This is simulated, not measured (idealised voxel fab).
The process module that follows is named voxel transistor to metal.
Square cells of 5 nm make up the cross-section cut, whose width is 150 nm.
Cross-sections here: square-cell grids, written as top-down lists of bands, a band being one or more rows of cells.
A band entry consists of two parts. The first gives the height of the band's top and the height of its bottom, in nm. The rest lists the band's materials from left to right, each with its width in nm. A single material labelled with the word "everywhere" fills the band from edge to edge, and the word "air" marks empty space.
For the purposes of this specification, 0 denotes the height below which the wafer in its as-received condition is composed wholly of one material, and the lowermost band, lacking a lower limit, extends downward without end, as expressed in "0 and below".
The expression "30->40" gives the width at the extremes of the band, the first number at its top row of cells and the second at its bottom row, with the width changing by equal amounts from each row to the next in between.
"nothing got changed" means the step left every cell of the cross-section as it was.
The entry titled "Sealed internal voids" provides the empty spaces that have no open way to the top, restricted to those of 8 cells or more. Each is presented as width x height at distance, the distance being measured from the left edge, with all three in nm.
On a step's line, text after the settings is the simulator commenting on that step.
On any step carrying a mask, the "overlay nm" setting, if present on the step's line, tells how far right of its planned place the mask lay; negative values point to the left.
The planned process steps are enumerated hereunder:
| 1 | RECEIVE,material Si |
| 2 | CONFORMAL_DEP,material SiO2,thk nm 5 |
| 3 | CONFORMAL_DEP,material SiN,thk nm 10 |
| 4 | PATTERN,tone cover,mask id ACTIVE,material resist,width nm 90,thk nm 15,overlay nm 0 |
| 5 | DIRECTIONAL_ETCH,etch materials SiN,depth nm 10 |
| 6 | DIRECTIONAL_ETCH,etch materials SiO2,depth nm 5 |
| 7 | DIRECTIONAL_ETCH,etch materials Si,depth nm 30 |
| 8 | STRIP,etch materials resist |
| 9 | FILL_DEP,material SiO2,thk nm 5 |
| 10 | CMP,height nm 15 |
| 11 | SELECTIVE_ETCH,etch materials SiO2,depth nm 5 |
| 12 | STRIP,etch materials SiN |
| 13 | SELECTIVE_ETCH,etch materials SiO2,depth nm 5 |
| 14 | OXIDIZE,depth nm 5 |
| 15 | DIRECTIONAL_DEP,material polySi,thk nm 30 |
| 16 | DIRECTIONAL_DEP,material SiCN,thk nm 15 |
| 17 | DIRECTIONAL_DEP,material aC,thk nm 15 |
| 18 | PATTERN,tone cover,mask id GATE,material resist,width nm 20,thk nm 35,overlay nm 0 |
| 19 | DIRECTIONAL_ETCH,etch materials aC,depth nm 15 |
| 20 | STRIP,etch materials resist |
| 21 | DIRECTIONAL_ETCH,etch materials SiCN,depth nm 25 |
| 22 | DIRECTIONAL_ETCH,etch materials polySi,depth nm 40 |
| 23 | STRIP,etch materials aC |
| 24 | CONFORMAL_DEP,material SiN,thk nm 5 |
| 25 | DIRECTIONAL_ETCH,etch materials SiN,depth nm 5 |
| 26 | DIRECTIONAL_ETCH,etch materials SiO2,depth nm 5 |
| 27 | DIRECTIONAL_ETCH,etch materials Si,depth nm 10 |
| 28 | EPI,material SiGe,thk nm 15 |
| 29 | FILL_DEP,material SiO2,thk nm 10 |
| 30 | CMP,height nm 45 |
| 31 | DIRECTIONAL_DEP,material SiO2,thk nm 15 |
| 32 | DIRECTIONAL_DEP,material aC,thk nm 15 |
| 33 | PATTERN,tone open,mask id CONTACT,material resist,width nm 15,pitch nm 65,thk nm 35,overlay nm 0 |
| 34 | DIRECTIONAL_ETCH,etch materials aC,depth nm 15 |
| 35 | STRIP,etch materials resist |
| 36 | DIRECTIONAL_ETCH,etch materials SiO2,depth nm 50 |
| 37 | STRIP,etch materials aC |
| 38 | CONFORMAL_DEP,material TiN,thk nm 5 |
| 39 | FILL_DEP,material Ru,thk nm 5 |
| 40 | CMP,height nm 60 |
| 41 | CONFORMAL_DEP,material SiN,thk nm 5 |
| 42 | DIRECTIONAL_DEP,material SiO2,thk nm 25 |
| 43 | MASKED_ETCH,tone open,mask id METAL_1,width nm 15,pitch nm 65,etch materials SiO2,depth nm 25,overlay nm 0 |
| 44 | MASKED_ETCH,tone open,mask id METAL_1,width nm 15,pitch nm 65,etch materials SiN,depth nm 5,overlay nm 0 |
| 45 | CONFORMAL_DEP,material TiN,thk nm 5 |
| 46 | FILL_DEP,material Ru,thk nm 5 |
| 47 | CMP,height nm 90 |
| 48 | CONFORMAL_DEP,material SiCN,thk nm 5 |
Where the wafers of this document differ is in the depth nm of step 36; they start out the same, and the plan states the value that applied to the first wafer.
First of several wafers (as received, post step 1), cross-sectional view:
* 0 and below  Si everywhere
* Sealed internal voids: none
Depicted here is the first of several wafers in cross-section, at module completion following the last step, step 48:
* 95 down to 90  SiCN everywhere
* 90 down to 65  SiO2: 35 / TiN: 5 / Ru: 5 / TiN: 5 / SiO2: 50 / TiN: 5 / Ru: 5 / TiN: 5 / SiO2: 35
* 65 down to 60  SiN: 35 / TiN: 15 / SiN: 50 / TiN: 15 / SiN: 35
* 60 down to 45  SiO2: 35 / TiN: 5 / Ru: 5 / TiN: 5 / SiO2: 50 / TiN: 5 / Ru: 5 / TiN: 5 / SiO2: 35
* 45 down to 30  SiO2: 35 / TiN: 5 / Ru: 5 / TiN: 5 / SiO2: 10 / SiN: 5 / SiCN: 20 / SiN: 5 / SiO2: 10 / TiN: 5 / Ru: 5 / TiN: 5 / SiO2: 35
* 30 down to 15  SiO2: 35 / TiN: 5 / Ru: 5 / TiN: 5 / SiO2: 10 / SiN: 5 / polySi: 20 / SiN: 5 / SiO2: 10 / TiN: 5 / Ru: 5 / TiN: 5 / SiO2: 35
* 15 down to 10  SiO2: 35 / TiN: 15 / SiO2: 10 / SiN: 5 / polySi: 20 / SiN: 5 / SiO2: 10 / TiN: 15 / SiO2: 35
* 10 down to 5  SiO2: 45 / SiGe: 15 / SiN: 5 / polySi: 20 / SiN: 5 / SiGe: 15 / SiO2: 45
* 5 down to 0  SiO2: 25 / SiN: 5 / SiO2: 15 / SiGe: 15 / SiN: 5 / polySi: 20 / SiN: 5 / SiGe: 15 / SiO2: 15 / SiN: 5 / SiO2: 25
* 0 down to -5  SiO2: 30 / SiGe: 30 / SiO2: 30 / SiGe: 30 / SiO2: 30
* -5 down to -15  SiO2: 30 / SiGe: 30 / Si: 30 / SiGe: 30 / SiO2: 30
* -15 down to -30  SiO2: 30 / Si: 90 / SiO2: 30
* -30 and below  Si everywhere
* Sealed internal voids: none
Cross-section, last wafer, module completion:
* 95 down to 90  SiCN everywhere
* 90 down to 65  SiO2: 35 / TiN: 5 / Ru: 5 / TiN: 5 / SiO2: 50 / TiN: 5 / Ru: 5 / TiN: 5 / SiO2: 35
* 65 down to 60  SiN: 35 / TiN: 15 / SiN: 50 / TiN: 15 / SiN: 35
* 60 down to 45  SiO2: 35 / TiN: 5 / Ru: 5 / TiN: 5 / SiO2: 50 / TiN: 5 / Ru: 5 / TiN: 5 / SiO2: 35
* 45 down to 30  SiO2: 35 / TiN: 5 / Ru: 5 / TiN: 5 / SiO2: 10 / SiN: 5 / SiCN: 20 / SiN: 5 / SiO2: 10 / TiN: 5 / Ru: 5 / TiN: 5 / SiO2: 35
* 30 down to 15  SiO2: 35 / TiN: 5 / Ru: 5 / TiN: 5 / SiO2: 10 / SiN: 5 / polySi: 20 / SiN: 5 / SiO2: 10 / TiN: 5 / Ru: 5 / TiN: 5 / SiO2: 35
* 15 down to 10  SiO2: 35 / TiN: 15 / SiO2: 10 / SiN: 5 / polySi: 20 / SiN: 5 / SiO2: 10 / TiN: 15 / SiO2: 35
* 10 down to 5  SiO2: 35 / TiN: 10 / SiGe: 15 / SiN: 5 / polySi: 20 / SiN: 5 / SiGe: 15 / TiN: 10 / SiO2: 35
* 5 down to 0  SiO2: 25 / SiN: 5 / SiO2: 5 / TiN: 10 / SiGe: 15 / SiN: 5 / polySi: 20 / SiN: 5 / SiGe: 15 / TiN: 10 / SiO2: 5 / SiN: 5 / SiO2: 25
* 0 down to -5  SiO2: 30 / SiGe: 30 / SiO2: 30 / SiGe: 30 / SiO2: 30
* -5 down to -15  SiO2: 30 / SiGe: 30 / Si: 30 / SiGe: 30 / SiO2: 30
* -15 down to -30  SiO2: 30 / Si: 90 / SiO2: 30
* -30 and below  Si everywhere
* Sealed internal voids: none
Wafer rows, end of module: cells per material gained (+) or lost (-) since receipt; closed voids last:
depth nm 50; +28 Ru; -114 Si; +42 SiCN; +48 SiGe; +44 SiN; +430 SiO2; +68 TiN; +24 polySi; Sealed internal voids: none
depth nm 55; +28 Ru; -114 Si; +42 SiCN; +48 SiGe; +44 SiN; +426 SiO2; +72 TiN; +24 polySi; Sealed internal voids: none
depth nm 60; +28 Ru; -114 Si; +42 SiCN; +48 SiGe; +44 SiN; +422 SiO2; +76 TiN; +24 polySi; Sealed internal voids: none
depth nm 65; +28 Ru; -114 Si; +42 SiCN; +48 SiGe; +44 SiN; +422 SiO2; +76 TiN; +24 polySi; Sealed internal voids: none
depth nm 70; +28 Ru; -114 Si; +42 SiCN; +48 SiGe; +44 SiN; +422 SiO2; +76 TiN; +24 polySi; Sealed internal voids: none
depth nm 75; +28 Ru; -114 Si; +42 SiCN; +48 SiGe; +44 SiN; +422 SiO2; +76 TiN; +24 polySi; Sealed internal voids: none
